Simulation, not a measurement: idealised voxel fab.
process module | voxel released beams
cross-section cut | 300 nm wide | cells 5 nm
A cross-section is a grid of square cells, given in bands from the top down. A band is one or more rows of cells.
Each band's line starts with the height of the band's top and of its bottom, in nm. Then come its materials from left to right, each with its width in nm. One material with "throughout" fills the band from edge to edge. "air" is empty space.
Height 0 is the level under which the wafer as received is all one material. The lowest band goes on downwards, as in "0 down".
A width such as "30 to 40" changes by the same amount from each row of cells to the next, from the band's top row to its bottom row.
"no change" after a step means that no cell of the cross-section changed.
closed voids: empty space of 8 cells or more with no open way to the top, each as width x height at its distance from the left edge, in nm
after a step's settings: what the simulator itself notes on the step
overlay nm, on a step with a mask: how far to the right of its planned place the mask lay; to the left if negative
plan
1 op RECEIVE | material Si
2 op CONFORMAL_DEP | material SiN | thk nm 10
3 op DIRECTIONAL_DEP | material SiO2 | thk nm 20
4 op MASKED_ETCH | tone open | mask id ANCHOR | width nm 40 | etch materials SiO2 | depth nm 20 | overlay nm 0
5 op CONFORMAL_DEP | material W | thk nm 15
6 op DIRECTIONAL_DEP | material aC | thk nm 15
7 op PATTERN | tone cover | mask id BEAM | material resist | width nm 100 | thk nm 30 | overlay nm 0
8 op DIRECTIONAL_ETCH | etch materials aC | depth nm 15
9 op STRIP | etch materials resist
10 op DIRECTIONAL_ETCH | etch materials W | depth nm 15
11 op STRIP | etch materials aC
12 op STRIP | etch materials SiO2
first wafer, as planned
as received, after step 1
  0 down: Si throughout
  closed voids: none
after step 2
  10 to 0: SiN throughout
  below 0: unchanged
after step 3
  30 to 10: SiO2 throughout
  below 10: unchanged
after step 4
  30 to 10: SiO2 100 | air 40 | SiO2 160
  below 10: unchanged
after step 5
  45 to 30: W 115 | air 10 | W 175
  30 to 25: SiO2 100 | W 15 | air 10 | W 15 | SiO2 160
  25 to 10: SiO2 100 | W 40 | SiO2 160
  below 10: unchanged
after step 6
  60 to 45: aC 115 | air 10 | aC 175
  45 to 40: W 115 | air 10 | W 175
  40 to 30: W 115 | aC 10 | W 175
  30 to 25: SiO2 100 | W 15 | aC 10 | W 15 | SiO2 160
  below 25: unchanged
after step 7
  90 to 60: air 95 | resist 100 | air 105
  60 to 45: aC 115 | resist 10 | aC 175
  45 to 40: W 115 | resist 10 | W 175
  below 40: unchanged
after step 8
  75 to 60: air 95 | resist 100 | air 105
  60 to 45: air 95 | aC 20 | resist 10 | aC 70 | air 105
  below 45: unchanged
after step 9
  60 to 45: air 95 | aC 20 | air 10 | aC 70 | air 105
  45 to 40: W 115 | air 10 | W 175
  below 40: unchanged
after step 10
  60 to 45: air 95 | aC 20 | air 10 | aC 70 | air 105
  45 to 40: air 95 | W 20 | air 10 | W 70 | air 105
  40 to 30: air 95 | W 20 | aC 10 | W 70 | air 105
  below 30: unchanged
after step 11
  45 to 30: air 95 | W 20 | air 10 | W 70 | air 105
  30 to 25: SiO2 100 | W 15 | air 10 | W 15 | SiO2 160
  below 25: unchanged
after step 12
  45 to 30: air 95 | W 20 | air 10 | W 70 | air 105
  30 to 25: air 100 | W 15 | air 10 | W 15 | air 160
  25 to 10: air 100 | W 40 | air 160
  below 10: unchanged
second wafer: like start, like plan, one mistake. Through step 1 it matches the first wafer
when step 2 should have ended
  15 to 0: SiN throughout
  below 0: unchanged
when step 3 should have ended
  35 to 15: SiO2 throughout
  below 15: unchanged
when step 4 should have ended
  35 to 15: SiO2 100 | air 40 | SiO2 160
  below 15: unchanged
when step 5 should have ended
  50 to 35: W 115 | air 10 | W 175
  35 to 30: SiO2 100 | W 15 | air 10 | W 15 | SiO2 160
  30 to 15: SiO2 100 | W 40 | SiO2 160
  below 15: unchanged
when step 6 should have ended
  65 to 50: aC 115 | air 10 | aC 175
  50 to 45: W 115 | air 10 | W 175
  45 to 35: W 115 | aC 10 | W 175
  35 to 30: SiO2 100 | W 15 | aC 10 | W 15 | SiO2 160
  below 30: unchanged
when step 7 should have ended
  95 to 65: air 95 | resist 100 | air 105
  65 to 50: aC 115 | resist 10 | aC 175
  50 to 45: W 115 | resist 10 | W 175
  below 45: unchanged
when step 8 should have ended
  80 to 65: air 95 | resist 100 | air 105
  65 to 50: air 95 | aC 20 | resist 10 | aC 70 | air 105
  below 50: unchanged
when step 9 should have ended
  65 to 50: air 95 | aC 20 | air 10 | aC 70 | air 105
  50 to 45: W 115 | air 10 | W 175
  below 45: unchanged
when step 10 should have ended
  65 to 50: air 95 | aC 20 | air 10 | aC 70 | air 105
  50 to 45: air 95 | W 20 | air 10 | W 70 | air 105
  45 to 35: air 95 | W 20 | aC 10 | W 70 | air 105
  below 35: unchanged
when step 11 should have ended
  50 to 35: air 95 | W 20 | air 10 | W 70 | air 105
  35 to 30: SiO2 100 | W 15 | air 10 | W 15 | SiO2 160
  below 30: unchanged
when step 12 should have ended
  50 to 35: air 95 | W 20 | air 10 | W 70 | air 105
  35 to 30: air 100 | W 15 | air 10 | W 15 | air 160
  30 to 15: air 100 | W 40 | air 160
  below 15: unchanged
what went wrong: step 2 ran as: op CONFORMAL_DEP | material SiN | thk nm 15
at the end the second wafer has, in cells: 60 more of SiN
